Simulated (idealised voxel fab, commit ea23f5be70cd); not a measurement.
Process module name: voxel wiring stack
Section cut is 265 nm wide and gridded with 5 nm square cells.
We lay out every cross-section as a grid of square cells and spell it out in bands from the top down, where one band means one or more rows of cells.
It is stipulated that each band's entry specify, in nanometres, the height of the top of the band and then that of its bottom, followed by the materials of the band in left-to-right sequence, each together with its width in nanometres. A single material marked by the word "full width" is understood to fill the band from edge to edge; the word "air" is understood to denote empty space.
We count height from 0. Below that, the starting wafer is all one material. The lowest band never ends at the bottom but goes on down; see "0 -> down" for how that is written.
A two-number width, for instance "30 to 40", indicates that the width is equal to the first number in the top row of the band and to the second number in the bottom row, and that it changes by a constant amount per row of cells.
A step reported as "nothing altered" is a step in which no cell of the cross-section changed.
Entry "Fully enclosed voids". Content: empty spaces with no open connection to the top, size 8 cells or greater. Each: width x height at distance. Distance: from left edge. Unit: nm.
Text after the settings on a step's line: the simulator's own remark on that step.
The setting "overlay nm" may be written on the line of a step. When the step uses a mask, the value reports how far to the right of the planned place the mask lay, and a negative value reports that it lay to the left.
### So here's the lineup of process steps we planned
1: RECEIVE with material Si
2: CONFORMAL_DEP with material SiO2, thk nm 10
3: CONFORMAL_DEP with material SiN, thk nm 5
4: DIRECTIONAL_DEP with material lowk, thk nm 15
5: PATTERN with tone open, mask id METAL_1, material resist, width nm 30, pitch nm 60, thk nm 20, overlay nm 0
6: DIRECTIONAL_ETCH with etch materials lowk, depth nm 15
7: DIRECTIONAL_ETCH with etch materials SiN, depth nm 5
8: STRIP with etch materials resist
9: CONFORMAL_DEP with material TiN, thk nm 5
10: FILL_DEP with material Cu, thk nm 10
11: CMP with height nm 30
12: CONFORMAL_DEP with material SiCN, thk nm 5
13: DIRECTIONAL_DEP with material lowk, thk nm 25
14: DIRECTIONAL_DEP with material aC, thk nm 10
15: PATTERN with tone open, mask id METAL_2, material resist, width nm 30, pitch nm 60, thk nm 30, overlay nm 0
16: DIRECTIONAL_ETCH with etch materials aC, depth nm 10
17: STRIP with etch materials resist
18: DIRECTIONAL_ETCH with etch materials lowk, depth nm 15
19: STRIP with etch materials aC
20: DIRECTIONAL_DEP with material aC, thk nm 10
21: PATTERN with tone open, mask id METAL_2_HOLES, material resist, width nm 15, thk nm 30, overlay nm 0
22: DIRECTIONAL_ETCH with etch materials aC, depth nm 10
23: STRIP with etch materials resist
24: DIRECTIONAL_ETCH with etch materials lowk, depth nm 10
25: DIRECTIONAL_ETCH with etch materials SiCN, depth nm 5
26: STRIP with etch materials aC
27: CONFORMAL_DEP with material TiN, thk nm 5
28: FILL_DEP with material Cu, thk nm 5
29: CMP with height nm 60
30: CONFORMAL_DEP with material SiN, thk nm 5
### This is the cross-section of the wafer as we received it, i.e. after step 1
> 0 -> down | Si full width
> Fully enclosed voids: none
### Looking at the first of two wafers in cross-section at end of module - ran to plan
> 65 -> 60 | SiN full width
> 60 -> 50 | lowk=85 / TiN=5 / Cu=20 / TiN=5 / lowk=30 / TiN=5 / Cu=20 / TiN=5 / lowk=90
> 50 -> 45 | lowk=85 / TiN=5 / Cu=5 / TiN=20 / lowk=30 / TiN=30 / lowk=90
> 45 -> 35 | lowk=85 / TiN=5 / Cu=5 / TiN=5 / lowk=165
> 35 -> 30 | SiCN=85 / TiN=15 / SiCN=165
> 30 -> 15 | lowk=85 / TiN=5 / Cu=20 / TiN=5 / lowk=30 / TiN=5 / Cu=20 / TiN=5 / lowk=90
> 15 -> 10 | SiN=85 / TiN=30 / SiN=30 / TiN=30 / SiN=90
> 10 -> 0 | SiO2 full width
> 0 -> down | Si full width
> Fully enclosed voids: none
### Here's the second of our two wafers sectioned at module end. Same start as the first, same plan, but one mistake got made running it
> 65 -> 60 | SiN full width
> 60 -> 55 | SiCN=85 / TiN=15 / SiCN=165
> 55 -> 30 | lowk full width
> 30 -> 15 | lowk=85 / TiN=5 / Cu=20 / TiN=5 / lowk=30 / TiN=5 / Cu=20 / TiN=5 / lowk=90
> 15 -> 10 | SiN=85 / TiN=30 / SiN=30 / TiN=30 / SiN=90
> 10 -> 0 | SiO2 full width
> 0 -> down | Si full width
> Fully enclosed voids: none
Heads up, the wafer didn't run the way we planned it: steps 12 and 13 got flipped, so each one ran where the other should have
Wrapping up, a cell-based count of both wafers puts the second over or under the first for these materials: -19 Cu | -23 TiN | +42 lowk
